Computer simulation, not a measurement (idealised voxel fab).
This section sets out a process module, namely voxel capacitor over wiring.
We display cut, a cross-section 300 nm in width whose square cells are each 5 nm.
Cross-section = grid of square cells, listed top down in bands; band = one or more rows.
Quick guide to a band line: top height, bottom height (nm) up front; then every material left to right with its width in nm. Only one material and it's marked "all across"? Then it fills the band edge to edge. And "air" just means empty space.
Height 0 is the level under which the wafer as received is all one material. The lowest band goes on downwards, as in "z 0 and below".
A two-number width, for instance "30->40", indicates that the width is equal to the first number in the top row of the band and to the second number in the bottom row, and that it changes by a constant amount per row of cells.
"no modification" means the step left every cell of the cross-section as it was.
Closed empty spaces (no open way to the top) of 8 cells or more are what "Closed void catalog" lists, each as width x height at distance from the left edge, nm for all three.
Anything after a step's settings on that line? It's the simulator's own note about the step.
overlay nm: on a step with a mask, how far right of its planned place the mask lay; negative means left.
[Set out below are the planned steps of the process]
step 1: RECEIVE (material Si)
step 2: CONFORMAL_DEP (material SiO2; thk nm 15)
step 3: CONFORMAL_DEP (material SiCN; thk nm 5)
step 4: DIRECTIONAL_DEP (material SiO2; thk nm 20)
step 5: DIRECTIONAL_DEP (material aC; thk nm 15)
step 6: PATTERN (tone open; mask id METAL_1; material resist; width nm 25; pitch nm 80; thk nm 30; overlay nm 0)
step 7: DIRECTIONAL_ETCH (etch materials aC; depth nm 15)
step 8: STRIP (etch materials resist)
step 9: DIRECTIONAL_ETCH (etch materials SiO2; depth nm 20)
step 10: DIRECTIONAL_ETCH (etch materials SiCN; depth nm 5)
step 11: STRIP (etch materials aC)
step 12: CONFORMAL_DEP (material TiN; thk nm 5)
step 13: FILL_DEP (material W; thk nm 5)
step 14: CMP (height nm 40)
step 15: CONFORMAL_DEP (material SiCN; thk nm 5)
step 16: DIRECTIONAL_DEP (material SiO2; thk nm 10)
step 17: PATTERN (tone open; mask id PLUG_1; material resist; width nm 15; thk nm 20; overlay nm 0)
step 18: DIRECTIONAL_ETCH (etch materials SiO2; depth nm 10)
step 19: DIRECTIONAL_ETCH (etch materials SiCN; depth nm 5)
step 20: STRIP (etch materials resist)
step 21: CONFORMAL_DEP (material TiN; thk nm 5)
step 22: FILL_DEP (material Ru; thk nm 10)
step 23: CMP (height nm 55)
step 24: DIRECTIONAL_DEP (material TiN; thk nm 5)
step 25: DIRECTIONAL_DEP (material HfO2; thk nm 5)
step 26: DIRECTIONAL_DEP (material TiN; thk nm 5)
step 27: MASKED_ETCH (tone cover; mask id UPPER_PLATE; width nm 60; etch materials TiN; depth nm 5; overlay nm -15)
step 28: MASKED_ETCH (tone cover; mask id UPPER_PLATE; width nm 60; etch materials HfO2; depth nm 5; overlay nm 0)
step 29: MASKED_ETCH (tone cover; mask id LOWER_PLATE; width nm 70; etch materials TiN; depth nm 5; overlay nm 0)
step 30: FILL_DEP (material SiO2; thk nm 20)
step 31: CMP (height nm 85)
step 32: MASKED_ETCH (tone open; mask id PLUG_2; width nm 15; etch materials SiO2; depth nm 15; overlay nm 0)
step 33: CONFORMAL_DEP (material TiN; thk nm 5)
step 34: FILL_DEP (material Ru; thk nm 5)
step 35: CMP (height nm 85)
step 36: CONFORMAL_DEP (material SiCN; thk nm 5)
Keep in mind the plan's value for the overlay nm of step 27 comes from the first wafer; the wafers don't share that setting, but they do share the same starting point.
[First of several wafers, received after step 1, in cross-section]
- z 0 and below  Si all across
- Closed void catalog: none
[What follows is a table in which each wafer occupies a row; for the wafer as it stands at the close of the module, the row states, material by material, how many cells have been gained (+) or lost (-) since receipt, and then gives its closed voids]
overlay nm -15 | +15 HfO2 | +4 Ru | +167 SiCN | +804 SiO2 | +66 TiN | +24 W | Closed void catalog: none
overlay nm -10 | +14 HfO2 | +4 Ru | +167 SiCN | +805 SiO2 | +66 TiN | +24 W | Closed void catalog: none
overlay nm -5 | +13 HfO2 | +4 Ru | +167 SiCN | +806 SiO2 | +66 TiN | +24 W | Closed void catalog: none
overlay nm 0 | +12 HfO2 | +4 Ru | +167 SiCN | +807 SiO2 | +66 TiN | +24 W | Closed void catalog: none
overlay nm 5 | +13 HfO2 | +4 Ru | +167 SiCN | +806 SiO2 | +66 TiN | +24 W | Closed void catalog: none
overlay nm 10 | +14 HfO2 | +4 Ru | +167 SiCN | +805 SiO2 | +66 TiN | +24 W | Closed void catalog: none
overlay nm 15 | +15 HfO2 | +4 Ru | +167 SiCN | +804 SiO2 | +66 TiN | +24 W | Closed void catalog: none
